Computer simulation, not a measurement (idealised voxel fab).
process module | voxel gate over fins
cross-section cut | 140 nm wide | cells 5 nm
A cross-section is a grid of square cells, given in bands from the top down. A band is one or more rows of cells.
Each band's line starts with the height of the band's top and of its bottom, in nm. Then come its materials from left to right, each with its width in nm. One material with "throughout" fills the band from edge to edge. "air" is empty space.
Height 0 is the level under which the wafer as received is all one material. The lowest band goes on downwards, as in "0 down".
A width such as "30 to 40" changes by the same amount from each row of cells to the next, from the band's top row to its bottom row.
"no change" after a step means that no cell of the cross-section changed.
closed voids: empty space of 8 cells or more with no open way to the top, each as width x height at its distance from the left edge, in nm
after a step's settings: what the simulator itself notes on the step
overlay nm, on a step with a mask: how far to the right of its planned place the mask lay; to the left if negative
plan
1 op RECEIVE | material Si
2 op CONFORMAL_DEP | material SiN | thk nm 5
3 op PATTERN | tone cover | mask id FINS | material resist | width nm 15 | pitch nm 45 | thk nm 15 | overlay nm 0
4 op DIRECTIONAL_ETCH | etch materials SiN | depth nm 5
5 op DIRECTIONAL_ETCH | etch materials Si | depth nm 30
6 op STRIP | etch materials resist
7 op OXIDIZE | depth nm 5
8 op FILL_DEP | material SiO2 | thk nm 15
9 op CMP | height nm 5
10 op SELECTIVE_ETCH | etch materials SiO2 | depth nm 20
11 op STRIP | etch materials SiN
12 op CONFORMAL_DEP | material HfO2 | thk nm 5
13 op CONFORMAL_DEP | material TiN | thk nm 5
14 op CONFORMAL_DEP | material TiAl | thk nm 5
15 op CONFORMAL_DEP | material TiN | thk nm 5
16 op FILL_DEP | material W | thk nm 15
17 op CMP | height nm 30
18 op CONFORMAL_DEP | material SiN | thk nm 5
as received, after step 1
  0 down: Si throughout
  closed voids: none
a wafer at the end: this start, this plan, one mistake
  35 to 30: SiN throughout
  30 to 15: W throughout
  15 to 5: W 30 | TiN 35 | W 10 | TiN 35 | W 30
  5 to 0: W 30 | TiN 10 | HfO2 15 | TiN 10 | W 10 | TiN 10 | HfO2 15 | TiN 10 | W 30
  0 to -10: TiN 40 | HfO2 5 | Si 5 | HfO2 5 | TiN 30 | HfO2 5 | Si 5 | HfO2 5 | TiN 40
  -10 to -15: HfO2 45 | Si 5 | HfO2 40 | Si 5 | HfO2 45
  -15 to -35: SiO2 45 | Si 5 | SiO2 40 | Si 5 | SiO2 45
  -35 down: Si throughout
  closed voids: none
what went wrong: step 14 was left out
